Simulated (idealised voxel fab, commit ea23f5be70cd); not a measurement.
process module | voxel transistor to metal
cross-section cut | 210 nm wide | cells 5 nm
A cross-section is a grid of square cells, given in bands from the top down. A band is one or more rows of cells.
Each band's line starts with the height of the band's top and of its bottom, in nm. Then come its materials from left to right, each with its width in nm. One material with "throughout" fills the band from edge to edge. "air" is empty space.
Height 0 is the level under which the wafer as received is all one material. The lowest band goes on downwards, as in "0 down".
A width such as "30 to 40" changes by the same amount from each row of cells to the next, from the band's top row to its bottom row.
"no change" after a step means that no cell of the cross-section changed.
closed voids: empty space of 8 cells or more with no open way to the top, each as width x height at its distance from the left edge, in nm
after a step's settings: what the simulator itself notes on the step
overlay nm, on a step with a mask: how far to the right of its planned place the mask lay; to the left if negative
plan
1 op RECEIVE | material Si
2 op OXIDIZE | depth nm 5
3 op CONFORMAL_DEP | material SiN | thk nm 10
4 op PATTERN | tone cover | mask id ACTIVE | material resist | width nm 95 | thk nm 15 | overlay nm 0
5 op DIRECTIONAL_ETCH | etch materials SiN | depth nm 10
6 op DIRECTIONAL_ETCH | etch materials SiO2 | depth nm 5
7 op DIRECTIONAL_ETCH | etch materials Si | depth nm 35
8 op STRIP | etch materials resist
9 op OXIDIZE | depth nm 5
10 op FILL_DEP | material SiO2 | thk nm 5
11 op CMP | height nm 10
12 op SELECTIVE_ETCH | etch materials SiO2 | depth nm 10
13 op STRIP | etch materials SiN
14 op SELECTIVE_ETCH | etch materials SiO2 | depth nm 5
15 op OXIDIZE | depth nm 5
16 op DIRECTIONAL_DEP | material polySi | thk nm 25
17 op DIRECTIONAL_DEP | material SiCN | thk nm 10
18 op MASKED_ETCH | tone cover | mask id GATE | width nm 15 | etch materials SiCN | depth nm 20 | overlay nm 0
19 op MASKED_ETCH | tone cover | mask id GATE | width nm 15 | etch materials polySi | depth nm 35 | overlay nm 0
20 op CONFORMAL_DEP | material SiN | thk nm 10
21 op DIRECTIONAL_ETCH | etch materials SiN | depth nm 10
22 op DIRECTIONAL_ETCH | etch materials SiO2 | depth nm 5
23 op DIRECTIONAL_ETCH | etch materials Si | depth nm 10
24 op EPI | material nSi | thk nm 15
25 op FILL_DEP | material SiO2 | thk nm 5
26 op CMP | height nm 30
27 op DIRECTIONAL_DEP | material SiO2 | thk nm 15
28 op MASKED_ETCH | tone open | mask id CONTACT | width nm 15 | pitch nm 60 | etch materials SiO2 | depth nm 50 | overlay nm 0
29 op CONFORMAL_DEP | material TiN | thk nm 5
30 op FILL_DEP | material W | thk nm 10
31 op CMP | height nm 45
32 op DIRECTIONAL_DEP | material TiN | thk nm 5
33 op DIRECTIONAL_DEP | material W | thk nm 25
34 op PATTERN | tone cover | mask id METAL_1 | material resist | width nm 15 | pitch nm 60 | thk nm 15 | overlay nm 0
35 op DIRECTIONAL_ETCH | etch materials W | depth nm 25
36 op DIRECTIONAL_ETCH | etch materials TiN | depth nm 5
37 op STRIP | etch materials resist
38 op FILL_DEP | material lowk | thk nm 10
39 op CMP | height nm 75
40 op CONFORMAL_DEP | material SiN | thk nm 5
as received, after step 1
  0 down: Si throughout
  closed voids: none
a wafer at the end: this start, this plan, one mistake
  80 to 75: SiN throughout
  75 to 50: lowk 65 | W 15 | lowk 45 | W 15 | lowk 70
  50 to 45: lowk 65 | TiN 15 | lowk 45 | TiN 15 | lowk 70
  45 to 30: SiO2 65 | TiN 5 | W 5 | TiN 5 | SiO2 45 | TiN 5 | W 5 | TiN 5 | SiO2 70
  30 to 20: SiO2 65 | TiN 5 | W 5 | TiN 5 | SiO2 5 | SiN 10 | SiCN 15 | SiN 10 | SiO2 5 | TiN 5 | W 5 | TiN 5 | SiO2 70
  20 to 10: SiO2 65 | TiN 5 | W 5 | TiN 5 | SiN 10 | polySi 25 | SiN 10 | TiN 5 | W 5 | TiN 5 | SiO2 70
  10 to 5: SiO2 65 | TiN 15 | SiN 10 | polySi 25 | SiN 10 | TiN 15 | SiO2 70
  5 to -5: SiO2 65 | nSi 15 | SiN 10 | polySi 25 | SiN 10 | nSi 15 | SiO2 70
  -5 to -10: SiO2 55 | nSi 25 | SiO2 45 | nSi 25 | SiO2 60
  -10 to -20: SiO2 60 | nSi 20 | Si 45 | nSi 20 | SiO2 65
  -20 to -45: SiO2 60 | Si 85 | SiO2 65
  -45 down: Si throughout
  closed voids: none
what went wrong: step 19 ran as: op MASKED_ETCH | tone cover | mask id GATE | width nm 25 | etch materials polySi | depth nm 35 | overlay nm 0
